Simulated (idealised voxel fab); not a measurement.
Name of the process module below: voxel released beams
Xsec cut, 250 nm wide, square cell size 5 nm.
Cross-section = grid of square cells, listed top down in bands; band = one or more rows. Heads up on the band format: heights come first, top then bottom, in nm. After that it's the materials left to right, each with its width in nm. A single material flagged "all across" fills the whole band edge to edge, and "empty" means there's empty space there. For the purposes of this specification, 0 denotes the height below which the wafer in its as-received condition is composed wholly of one material, and the lowermost band, lacking a lower limit, extends downward without end, as expressed in "0 down". The notation "30 to 40" denotes a width that varies across the rows of cells in the band, beginning at the first number in the top row, finishing at the second number in the bottom row, and changing by an identical amount from each row to the next. No cell of the cross-section changed in a step that is given as "changes: none". Look at "Enclosed void inventory" for the closed voids: empty spaces with no open path to the top, sized 8 cells or up. Each is width x height at distance, distance from the left edge, all nm. Past the settings on a step's line: simulator remark, on that step. overlay nm: how far to the right of its planned place the mask lay on this masked step (negative: to the left).
Steps planned for the process
1. op RECEIVE | material Si
2. op CONFORMAL_DEP | material SiN | thk nm 10
3. op DIRECTIONAL_DEP | material SiO2 | thk nm 15
4. op MASKED_ETCH | tone open | mask id ANCHOR | width nm 35 | etch materials SiO2 | depth nm 15 | overlay nm 0
5. op CONFORMAL_DEP | material W | thk nm 15
6. op PATTERN | tone cover | mask id BEAM | material resist | width nm 110 | thk nm 15 | overlay nm 0
7. op DIRECTIONAL_ETCH | etch materials W | depth nm 15
8. op STRIP | etch materials resist
9. op STRIP | etch materials SiO2
Cross-section of the wafer as it came to us, i.e., already through step 1
* 0 down | Si all across
* Enclosed void inventory: none
The first of the two wafers as seen in cross-section once the module was finished; processing followed the plan
* 40 to 25 | empty=65; W=20; empty=5; W=85; empty=75
* 25 to 10 | empty=70; W=35; empty=145
* 10 to 0 | SiN all across
* 0 down | Si all across
* Enclosed void inventory: none
Second of two wafers, module complete, sectioned: it shares the first wafer's start and plan but was run with one mistake
* 40 to 25 | empty=65; W=15; empty=15; W=80; empty=75
* 25 to 10 | empty=65; W=45; empty=140
* 10 to 0 | SiN all across
* 0 down | Si all across
* Enclosed void inventory: none
Here's what went sideways: step 4 was run on a setting that differed from the plan, and what really ran there is op MASKED_ETCH | tone open | mask id ANCHOR | width nm 45 | etch materials SiO2 | depth nm 15 | overlay nm 0
At the close, every material occupies the same number of cells on the second wafer as on the first, only in different positions.
